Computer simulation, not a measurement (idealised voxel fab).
process module | voxel air gaps
It is cross-section cut that appears here, measuring 295 nm in width, its square cells being 5 nm in size.
A cross-section is written here as square cells arranged in a grid, and it is given in bands from the top down, each band taking up one or more rows of cells.
Per band: top height and bottom height in nm, followed by the left-to-right materials and their widths in nm; "throughout" marks a single material spanning edge to edge, "empty" marks empty space.
Where do heights start? At 0: under that level the wafer as delivered is made of one material only. And the lowest band has no floor; it just carries on downward, as in "0 nm and below".
When a width is written as two numbers, as in "30..40", the first number is the width in the top row of cells of the band and the second is the width in its bottom row, and the width changes by the same amount from each row to the next.
"nothing changed" means the step left every cell of the cross-section as it was.
Listed in "Closed void roster": every empty space of 8 or more cells without an open way to the top. Form: width x height at distance, the distance being from the left edge, all in nm.
after a step's settings: what the simulator itself notes on the step
The setting "overlay nm" may be written on the line of a step. When the step uses a mask, the value reports how far to the right of the planned place the mask lay, and a negative value reports that it lay to the left.
List of planned process steps
step 1: op RECEIVE | material Si
step 2: op CONFORMAL_DEP | material SiO2 | thk nm 15
step 3: op CONFORMAL_DEP | material SiCN | thk nm 5
step 4: op DIRECTIONAL_DEP | material SiO2 | thk nm 40
step 5: op DIRECTIONAL_DEP | material aC | thk nm 10
step 6: op PATTERN | tone open | mask id LINES | material resist | width nm 15 | pitch nm 45 | thk nm 30 | overlay nm 0
step 7: op DIRECTIONAL_ETCH | etch materials aC | depth nm 10
step 8: op STRIP | etch materials resist
step 9: op DIRECTIONAL_ETCH | etch materials SiO2 | depth nm 40
step 10: op STRIP | etch materials aC
step 11: op CONFORMAL_DEP | material TiN | thk nm 5
step 12: op FILL_DEP | material W | thk nm 5
step 13: op CMP | height nm 60
step 14: op EPI | material Ru | thk nm 10
step 15: op SELECTIVE_ETCH | etch materials SiO2 | depth nm 50
step 16: op CONFORMAL_DEP | material SiCN | thk nm 5
Cross-section of the incoming wafer, state after step 1
    0 nm and below | Si throughout
    Closed void roster: none
Sectioned view, first of two wafers, at the close of the module, processed as intended in the plan
    75 nm to 70 nm | 80 nm empty; 135 nm SiCN; 80 nm empty
    70 nm to 60 nm | 80 nm empty; 5 nm SiCN; 35 nm Ru; 10 nm SiCN; 35 nm Ru; 10 nm SiCN; 35 nm Ru; 5 nm SiCN; 80 nm empty
    60 nm to 55 nm | 80 nm empty; 15 nm SiCN; 5 nm TiN; 5 nm W; 5 nm TiN; 30 nm SiCN; 5 nm TiN; 5 nm W; 5 nm TiN; 30 nm SiCN; 5 nm TiN; 5 nm W; 5 nm TiN; 15 nm SiCN; 80 nm empty
    55 nm to 25 nm | 90 nm empty; 5 nm SiCN; 5 nm TiN; 5 nm W; 5 nm TiN; 5 nm SiCN; 20 nm empty; 5 nm SiCN; 5 nm TiN; 5 nm W; 5 nm TiN; 5 nm SiCN; 20 nm empty; 5 nm SiCN; 5 nm TiN; 5 nm W; 5 nm TiN; 5 nm SiCN; 90 nm empty
    25 nm to 20 nm | 95 nm SiCN; 15 nm TiN; 30 nm SiCN; 15 nm TiN; 30 nm SiCN; 15 nm TiN; 95 nm SiCN
    20 nm to 15 nm | SiCN throughout
    15 nm to 0 nm | SiO2 throughout
    0 nm and below | Si throughout
    Closed void roster: 20 x 30 at 115; 20 x 30 at 160
Cross-section, second wafer: same start as the first, same plan as the first, one mistake in running it; taken at the end of the module
    85 nm to 80 nm | 70 nm empty; 155 nm SiCN; 70 nm empty
    80 nm to 60 nm | 70 nm empty; 5 nm SiCN; 145 nm Ru; 5 nm SiCN; 70 nm empty
    60 nm to 55 nm | 70 nm empty; 25 nm SiCN; 5 nm TiN; 5 nm W; 5 nm TiN; 30 nm SiO2; 5 nm TiN; 5 nm W; 5 nm TiN; 30 nm SiO2; 5 nm TiN; 5 nm W; 5 nm TiN; 25 nm SiCN; 70 nm empty
    55 nm to 25 nm | 90 nm empty; 5 nm SiCN; 5 nm TiN; 5 nm W; 5 nm TiN; 30 nm SiO2; 5 nm TiN; 5 nm W; 5 nm TiN; 30 nm SiO2; 5 nm TiN; 5 nm W; 5 nm TiN; 5 nm SiCN; 90 nm empty
    25 nm to 20 nm | 95 nm SiCN; 15 nm TiN; 30 nm SiO2; 15 nm TiN; 30 nm SiO2; 15 nm TiN; 95 nm SiCN
    20 nm to 15 nm | SiCN throughout
    15 nm to 0 nm | SiO2 throughout
    0 nm and below | Si throughout
    Closed void roster: none
Against the plan, the run slipped here: in the plan, step 14 was performed twice
Final tally in cells, some materials are higher or lower on the second wafer than on the first: Ru +74; SiCN -44; SiO2 +96
Note - end result: 2 closed voids (first wafer), 0 closed voids (second wafer).
